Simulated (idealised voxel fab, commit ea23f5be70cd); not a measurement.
The following process module bears the name voxel gate over fins.
FYI the section here is cut, 160 nm wide, cells are 5 nm squares.
How to read a cross-section here: the picture is a grid of square cells, written as bands going from the top down, and any band can span one or more rows of cells.
Heights first: top, then bottom, in nm. Then materials, left to right, each with a width in nm. "all across" on a single material: fills the band edge to edge. "blank": empty space.
Height datum 0, below which the as-received substrate wafer is one material. Lowest band open at the bottom, running downward: "z 0 and below".
When a width is written as two numbers, as in "30 to 40", the first number is the width in the top row of cells of the band and the second is the width in its bottom row, and the width changes by the same amount from each row to the next.
A step reported as "no change" is a step in which no cell of the cross-section changed.
Look at "Sealed internal voids" for the closed voids: empty spaces with no open path to the top, sized 8 cells or up. Each is width x height at distance, distance from the left edge, all nm.
On a step's line, text after the settings is the simulator commenting on that step.
overlay nm: for a step with a mask, the amount by which the mask lay right of where it was planned; a negative amount means left of it.
[Steps planned for the process]
step 1: RECEIVE: material Si
step 2: CONFORMAL_DEP: material SiN, thk nm 5
step 3: MASKED_ETCH: tone cover, mask id FINS, width nm 15, pitch nm 40, etch materials SiN, depth nm 5, overlay nm 0
step 4: MASKED_ETCH: tone cover, mask id FINS, width nm 15, pitch nm 40, etch materials Si, depth nm 30, overlay nm 0
step 5: OXIDIZE: depth nm 5
step 6: FILL_DEP: material SiO2, thk nm 15
step 7: CMP: height nm 5
step 8: SELECTIVE_ETCH: etch materials SiO2, depth nm 15
step 9: STRIP: etch materials SiN
step 10: CONFORMAL_DEP: material HfO2, thk nm 5
step 11: CONFORMAL_DEP: material TiN, thk nm 5
step 12: FILL_DEP: material W, thk nm 10
step 13: CMP: height nm 15
step 14: CONFORMAL_DEP: material SiCN, thk nm 10
[Cross-section: wafer on arrival = after step 1]
z 0 and below = Si all across
Sealed internal voids: none
[The module was run from the start shown above using the plan shown above, but one mistake was made doing it; the resulting wafer cross-section is below]
z 25 to 15 = SiCN all across
z 15 to 10 = W all across
z 10 to 5 = 55 nm TiN | 5 nm W | 35 nm TiN | 5 nm W | 60 nm TiN
z 5 to 0 = 50 nm HfO2 | 15 nm TiN | 25 nm HfO2 | 15 nm TiN | 55 nm HfO2
z 0 to -5 = 45 nm Si | 25 nm HfO2 | 15 nm Si | 25 nm HfO2 | 50 nm Si
z -5 and below = Si all across
Sealed internal voids: none
Misprocessing identified: step 3 ran as: MASKED_ETCH: tone open, mask id FINS, width nm 15, pitch nm 40, etch materials SiN, depth nm 5, overlay nm 0
